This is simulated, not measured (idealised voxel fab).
The process module presented herein is designated voxel trench capacitor.
Cross-section cut: width 280 nm, square cells of 5 nm.
Each cross-section below is a grid of square cells, stated as bands in top-down order, with one or more rows of cells making up each band. In this notation a band is specified by the heights of its top and bottom, in that order and in nm, after which its materials appear from left to right, each paired with its width in nm. The word "everywhere" attached to a single material means that material fills the band from edge to edge; the word "empty" stands for empty space. All heights in this document are referenced to 0, defined as the level beneath which the wafer, as received, consists entirely of one material. The lowest band is not bounded below; it extends indefinitely downward and is written in the form "0 and below". Width spec "30..40" -> top row of cells at first value, bottom row at second value, equal per-row change in between. It should be understood that the words "no change", when stated for a given step, signify that the cross-section underwent no change in any of its cells during that step. Heads up: "Closed void register" only lists the empty pockets with no open path to the top that are 8 cells or more, and it writes them as width x height at distance, distance from the left edge, in nm. Step line, after settings: the simulator's comment on this step. The optional step-line setting "overlay nm" applies to steps with a mask and quantifies how far to the right of its planned location the mask lay, a negative value indicating leftward placement.

Process steps - plan:
1,op RECEIVE | material Si
2,op CONFORMAL_DEP | material SiN | thk nm 10
3,op MASKED_ETCH | tone open | mask id TRENCH | width nm 25 | pitch nm 55 | etch materials SiN | depth nm 10 | overlay nm 0
4,op MASKED_ETCH | tone open | mask id TRENCH | width nm 25 | pitch nm 55 | etch materials Si | depth nm 30 | overlay nm 0
5,op CONFORMAL_DEP | material SiO2 | thk nm 5
6,op FILL_DEP | material polySi | thk nm 5
7,op CMP | height nm 10

Account of the first of two wafers, which was processed as intended:

As-received wafer cross-section (after step 1):
> 0 and below | Si everywhere
> Closed void register: none

Upon completion of step 2, the wafer appears in cross-section as shown:
> 10 down to 0 | SiN everywhere
> All layers under 0 are left as they were.

Upon completion of step 3, the wafer appears in cross-section as shown:
> 10 down to 0 | SiN=45, empty=25, SiN=30, empty=25, SiN=30, empty=25, SiN=30, empty=25, SiN=45
> All layers under 0 are left as they were.

Upon completion of step 4, the wafer appears in cross-section as shown:
> 10 down to 0 | SiN=45, empty=25, SiN=30, empty=25, SiN=30, empty=25, SiN=30, empty=25, SiN=45
> 0 down to -30 | Si=45, empty=25, Si=30, empty=25, Si=30, empty=25, Si=30, empty=25, Si=45
> All layers under -30 are left as they were.

Upon completion of step 5, the wafer appears in cross-section as shown:
> 15 down to 10 | SiO2=50, empty=15, SiO2=40, empty=15, SiO2=40, empty=15, SiO2=40, empty=15, SiO2=50
> 10 down to 0 | SiN=45, SiO2=5, empty=15, SiO2=5, SiN=30, SiO2=5, empty=15, SiO2=5, SiN=30, SiO2=5, empty=15, SiO2=5, SiN=30, SiO2=5, empty=15, SiO2=5, SiN=45
> 0 down to -25 | Si=45, SiO2=5, empty=15, SiO2=5, Si=30, SiO2=5, empty=15, SiO2=5, Si=30, SiO2=5, empty=15, SiO2=5, Si=30, SiO2=5, empty=15, SiO2=5, Si=45
> -25 down to -30 | Si=45, SiO2=25, Si=30, SiO2=25, Si=30, SiO2=25, Si=30, SiO2=25, Si=45
> All layers under -30 are left as they were.

Upon completion of step 6, the wafer appears in cross-section as shown:
> 20 down to 15 | polySi everywhere
> 15 down to 10 | SiO2=50, polySi=15, SiO2=40, polySi=15, SiO2=40, polySi=15, SiO2=40, polySi=15, SiO2=50
> 10 down to 0 | SiN=45, SiO2=5, polySi=15, SiO2=5, SiN=30, SiO2=5, polySi=15, SiO2=5, SiN=30, SiO2=5, polySi=15, SiO2=5, SiN=30, SiO2=5, polySi=15, SiO2=5, SiN=45
> 0 down to -25 | Si=45, SiO2=5, polySi=15, SiO2=5, Si=30, SiO2=5, polySi=15, SiO2=5, Si=30, SiO2=5, polySi=15, SiO2=5, Si=30, SiO2=5, polySi=15, SiO2=5, Si=45
> All layers under -25 are left as they were.

Upon completion of step 7, the wafer appears in cross-section as shown:
> 10 down to 0 | SiN=45, SiO2=5, polySi=15, SiO2=5, SiN=30, SiO2=5, polySi=15, SiO2=5, SiN=30, SiO2=5, polySi=15, SiO2=5, SiN=30, SiO2=5, polySi=15, SiO2=5, SiN=45
> All layers under 0 are left as they were.

What follows concerns the second wafer, which started out like the first and was meant to follow the very same plan; one mistake crept in when it was run, but everything up to and including step 2 is the same as for the first wafer:

Cross-section of the second wafer at the time step 3 of the plan should have ended:
> 10 down to 0 | SiN=50, empty=20, SiN=35, empty=20, SiN=35, empty=20, SiN=35, empty=20, SiN=45
> All layers under 0 are left as they were.

Cross-section of the second wafer at the time step 4 of the plan should have ended:
> 10 down to 0 | SiN=50, empty=20, SiN=35, empty=20, SiN=35, empty=20, SiN=35, empty=20, SiN=45
> 0 down to -30 | Si=50, empty=20, Si=35, empty=20, Si=35, empty=20, Si=35, empty=20, Si=45
> All layers under -30 are left as they were.

Cross-section of the second wafer at the time step 5 of the plan should have ended:
> 15 down to 10 | SiO2=55, empty=10, SiO2=45, empty=10, SiO2=45, empty=10, SiO2=45, empty=10, SiO2=50
> 10 down to 0 | SiN=50, SiO2=5, empty=10, SiO2=5, SiN=35, SiO2=5, empty=10, SiO2=5, SiN=35, SiO2=5, empty=10, SiO2=5, SiN=35, SiO2=5, empty=10, SiO2=5, SiN=45
> 0 down to -25 | Si=50, SiO2=5, empty=10, SiO2=5, Si=35, SiO2=5, empty=10, SiO2=5, Si=35, SiO2=5, empty=10, SiO2=5, Si=35, SiO2=5, empty=10, SiO2=5, Si=45
> -25 down to -30 | Si=50, SiO2=20, Si=35, SiO2=20, Si=35, SiO2=20, Si=35, SiO2=20, Si=45
> All layers under -30 are left as they were.

Cross-section of the second wafer at the time step 6 of the plan should have ended:
> 20 down to 15 | polySi everywhere
> 15 down to 10 | SiO2=55, polySi=10, SiO2=45, polySi=10, SiO2=45, polySi=10, SiO2=45, polySi=10, SiO2=50
> 10 down to 0 | SiN=50, SiO2=5, polySi=10, SiO2=5, SiN=35, SiO2=5, polySi=10, SiO2=5, SiN=35, SiO2=5, polySi=10, SiO2=5, SiN=35, SiO2=5, polySi=10, SiO2=5, SiN=45
> 0 down to -25 | Si=50, SiO2=5, polySi=10, SiO2=5, Si=35, SiO2=5, polySi=10, SiO2=5, Si=35, SiO2=5, polySi=10, SiO2=5, Si=35, SiO2=5, polySi=10, SiO2=5, Si=45
> All layers under -25 are left as they were.

Cross-section of the second wafer at the time step 7 of the plan should have ended:
> 10 down to 0 | SiN=50, SiO2=5, polySi=10, SiO2=5, SiN=35, SiO2=5, polySi=10, SiO2=5, SiN=35, SiO2=5, polySi=10, SiO2=5, SiN=35, SiO2=5, polySi=10, SiO2=5, SiN=45
> All layers under 0 are left as they were.
So what did we get wrong on this run? step 3 did not happen as planned, as run it was op MASKED_ETCH | tone open | mask id TRENCH | width nm 20 | pitch nm 55 | etch materials SiN | depth nm 10 | overlay nm 0
Cell-count delta at end, second wafer over first, by material: Si: 24 more; SiN: 8 more; SiO2: 4 fewer; polySi: 28 fewer
